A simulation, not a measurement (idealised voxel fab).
Documented hereafter: the process module known as voxel transistor to metal.
It is cross-section cut that appears here, measuring 175 nm in width, its square cells being 5 nm in size.
The cross-sections in this document take the form of a grid made of square cells. They are written out as bands, in order from top to bottom. Each band consists of one or more rows of cells. The entry gives the band's vertical extent as a top height and a bottom height in nm, then its horizontal make-up as materials from left to right, each with a width in nm. "blank" stands for empty space; a single material marked "throughout" fills the band edge to edge. Height 0 is the level under which the wafer as received is all one material. The lowest band goes on downwards, as in "top 0, no bottom". Note: "30->40" means the width goes from the first number (top row of the band) to the second number (bottom row) in equal steps per row of cells. Given "nothing different" for a step, no cell of the cross-section differs between before and after that step. Empty spaces counting at least 8 cells and having no open way to the top are listed in "Entrapped void list". The notation width x height at distance is used for each, the distance being from the left edge and all three values in nm. Post-settings text on a step line: simulator's own remark regarding the step. Each step line may optionally specify "overlay nm", which for a step with a mask gives the rightward distance between the mask's planned place and where it lay, a negative value indicating the leftward direction.
## Here's what the planned process steps look like
- 1: RECEIVE | material Si
- 2: OXIDIZE | depth nm 5
- 3: CONFORMAL_DEP | material SiN | thk nm 10
- 4: DIRECTIONAL_DEP | material aC | thk nm 15
- 5: PATTERN | tone cover | mask id ACTIVE | material resist | width nm 115 | thk nm 35 | overlay nm 0
- 6: DIRECTIONAL_ETCH | etch materials aC | depth nm 15
- 7: STRIP | etch materials resist
- 8: DIRECTIONAL_ETCH | etch materials SiN | depth nm 10
- 9: DIRECTIONAL_ETCH | etch materials SiO2 | depth nm 5
- 10: DIRECTIONAL_ETCH | etch materials Si | depth nm 20
- 11: STRIP | etch materials aC
- 12: OXIDIZE | depth nm 5
- 13: FILL_DEP | material SiO2 | thk nm 5
- 14: CMP | height nm 10
- 15: SELECTIVE_ETCH | etch materials SiO2 | depth nm 10
- 16: STRIP | etch materials SiN
- 17: SELECTIVE_ETCH | etch materials SiO2 | depth nm 5
- 18: OXIDIZE | depth nm 5
- 19: DIRECTIONAL_DEP | material polySi | thk nm 30
- 20: DIRECTIONAL_DEP | material SiCN | thk nm 10
- 21: PATTERN | tone cover | mask id GATE | material resist | width nm 25 | thk nm 15 | overlay nm 0
- 22: DIRECTIONAL_ETCH | etch materials SiCN | depth nm 20
- 23: DIRECTIONAL_ETCH | etch materials polySi | depth nm 40
- 24: STRIP | etch materials resist
- 25: CONFORMAL_DEP | material SiO2 | thk nm 5
- 26: DIRECTIONAL_ETCH | etch materials SiO2 | depth nm 5
- 27: CONFORMAL_DEP | material SiN | thk nm 10
- 28: DIRECTIONAL_ETCH | etch materials SiN | depth nm 10
- 29: DIRECTIONAL_ETCH | etch materials SiO2 | depth nm 5
- 30: DIRECTIONAL_ETCH | etch materials Si | depth nm 5
- 31: EPI | material pSi | thk nm 5
- 32: FILL_DEP | material SiO2 | thk nm 5
- 33: CMP | height nm 25
- 34: STRIP | etch materials polySi
- 35: SELECTIVE_ETCH | etch materials SiO2 | depth nm 5
- 36: CONFORMAL_DEP | material HfO2 | thk nm 5
- 37: CONFORMAL_DEP | material TiN | thk nm 5
- 38: FILL_DEP | material W | thk nm 5
- 39: CMP | height nm 20
- 40: DIRECTIONAL_DEP | material SiO2 | thk nm 10
- 41: MASKED_ETCH | tone open | mask id CONTACT | width nm 20 | pitch nm 75 | etch materials SiO2 | depth nm 40 | overlay nm 0
- 42: CONFORMAL_DEP | material TiN | thk nm 5
- 43: FILL_DEP | material W | thk nm 5
- 44: CMP | height nm 30
- 45: CONFORMAL_DEP | material SiCN | thk nm 5
- 46: DIRECTIONAL_DEP | material lowk | thk nm 25
- 47: PATTERN | tone open | mask id METAL_1 | material resist | width nm 20 | pitch nm 75 | thk nm 20 | overlay nm 0
- 48: DIRECTIONAL_ETCH | etch materials lowk | depth nm 25
- 49: DIRECTIONAL_ETCH | etch materials SiCN | depth nm 5
- 50: STRIP | etch materials resist
- 51: CONFORMAL_DEP | material TiN | thk nm 5
- 52: FILL_DEP | material W | thk nm 5
- 53: CMP | height nm 60
- 54: EPI | material Ru | thk nm 5
- 55: FILL_DEP | material SiCN | thk nm 5
- 56: DIRECTIONAL_DEP | material lowk | thk nm 25
- 57: PATTERN | tone open | mask id METAL_2 | material resist | width nm 20 | pitch nm 75 | thk nm 15 | overlay nm 0
- 58: DIRECTIONAL_ETCH | etch materials lowk | depth nm 15
- 59: STRIP | etch materials resist
- 60: PATTERN | tone open | mask id METAL_2_HOLES | material resist | width nm 15 | pitch nm 75 | thk nm 15 | overlay nm 0
- 61: DIRECTIONAL_ETCH | etch materials lowk | depth nm 10
- 62: DIRECTIONAL_ETCH | etch materials SiCN | depth nm 5
- 63: STRIP | etch materials resist
- 64: CONFORMAL_DEP | material TiN | thk nm 5
- 65: FILL_DEP | material Cu | thk nm 5
- 66: CMP | height nm 95
- 67: CONFORMAL_DEP | material SiN | thk nm 5
## Cross-section of the incoming wafer, state after step 1
  top 0, no bottom | Si throughout
  Entrapped void list: none
## Here's the cross-section of the first of our two wafers at the end of the module - it ran as planned
  top 100, bottom 95 | SiN throughout
  top 95, bottom 85 | 40 lowk, 5 TiN, 10 Cu, 5 TiN, 55 lowk, 5 TiN, 10 Cu, 5 TiN, 40 lowk
  top 85, bottom 80 | 40 lowk, 5 TiN, 5 Cu, 10 TiN, 55 lowk, 5 TiN, 5 Cu, 10 TiN, 40 lowk
  top 80, bottom 70 | 40 lowk, 5 TiN, 5 Cu, 5 TiN, 60 lowk, 5 TiN, 5 Cu, 5 TiN, 45 lowk
  top 70, bottom 65 | 40 SiCN, 15 TiN, 60 SiCN, 15 TiN, 45 SiCN
  top 65, bottom 60 | 35 SiCN, 30 Ru, 45 SiCN, 30 Ru, 35 SiCN
  top 60, bottom 35 | 40 lowk, 5 TiN, 10 W, 5 TiN, 55 lowk, 5 TiN, 10 W, 5 TiN, 40 lowk
  top 35, bottom 30 | 40 SiCN, 20 TiN, 55 SiCN, 20 TiN, 40 SiCN
  top 30, bottom 20 | 40 SiO2, 5 TiN, 10 W, 5 TiN, 55 SiO2, 5 TiN, 10 W, 5 TiN, 40 SiO2
  top 20, bottom 0 | 40 SiO2, 5 TiN, 10 W, 5 TiN, 10 SiN, 5 HfO2, 5 TiN, 15 W, 5 TiN, 5 HfO2, 10 SiN, 5 TiN, 10 W, 5 TiN, 40 SiO2
  top 0, bottom -5 | 40 SiO2, 5 TiN, 5 W, 10 TiN, 10 SiN, 5 HfO2, 25 TiN, 5 HfO2, 10 SiN, 10 TiN, 5 W, 5 TiN, 40 SiO2
  top -5, bottom -10 | 40 SiO2, 15 TiN, 5 pSi, 10 SiO2, 35 HfO2, 10 SiO2, 5 pSi, 15 TiN, 40 SiO2
  top -10, bottom -15 | 35 SiO2, 25 pSi, 55 Si, 25 pSi, 35 SiO2
  top -15, bottom -30 | 35 SiO2, 105 Si, 35 SiO2
  top -30, no bottom | Si throughout
  Entrapped void list: none
## Cross-sectional view of the second of two wafers upon completion of the module. This wafer shared its starting condition and process plan with the first; one error was made during its execution
  top 100, bottom 95 | SiN throughout
  top 95, bottom 85 | 40 lowk, 5 TiN, 10 Cu, 5 TiN, 55 lowk, 5 TiN, 10 Cu, 5 TiN, 40 lowk
  top 85, bottom 80 | 40 lowk, 5 TiN, 5 Cu, 10 TiN, 55 lowk, 5 TiN, 5 Cu, 10 TiN, 40 lowk
  top 80, bottom 70 | 40 lowk, 5 TiN, 5 Cu, 5 TiN, 60 lowk, 5 TiN, 5 Cu, 5 TiN, 45 lowk
  top 70, bottom 65 | 40 SiCN, 15 TiN, 60 SiCN, 15 TiN, 45 SiCN
  top 65, bottom 60 | 35 SiCN, 30 Ru, 45 SiCN, 30 Ru, 35 SiCN
  top 60, bottom 35 | 40 lowk, 5 TiN, 10 W, 5 TiN, 55 lowk, 5 TiN, 10 W, 5 TiN, 40 lowk
  top 35, bottom 30 | 40 SiCN, 20 TiN, 55 SiCN, 20 TiN, 40 SiCN
  top 30, bottom 20 | 40 SiO2, 5 TiN, 10 W, 5 TiN, 55 SiO2, 5 TiN, 10 W, 5 TiN, 40 SiO2
  top 20, bottom 0 | 40 SiO2, 5 TiN, 10 W, 5 TiN, 10 SiN, 5 HfO2, 5 TiN, 15 W, 5 TiN, 5 HfO2, 10 SiN, 5 TiN, 10 W, 5 TiN, 40 SiO2
  top 0, bottom -5 | 40 SiO2, 5 TiN, 5 W, 10 TiN, 10 SiN, 5 HfO2, 25 TiN, 5 HfO2, 10 SiN, 10 TiN, 5 W, 5 TiN, 40 SiO2
  top -5, bottom -10 | 40 SiO2, 15 TiN, 5 pSi, 10 SiO2, 35 HfO2, 10 SiO2, 5 pSi, 15 TiN, 40 SiO2
  top -10, bottom -15 | 35 SiO2, 25 pSi, 55 Si, 25 pSi, 35 SiO2
  top -15, bottom -50 | 35 SiO2, 105 Si, 35 SiO2
  top -50, no bottom | Si throughout
  Entrapped void list: none
Finding, execution versus plan: step 10 from the plan got run twice
Final wafer comparison in cells, second versus first, more or fewer per material: 56 fewer of Si | 56 more of SiO2
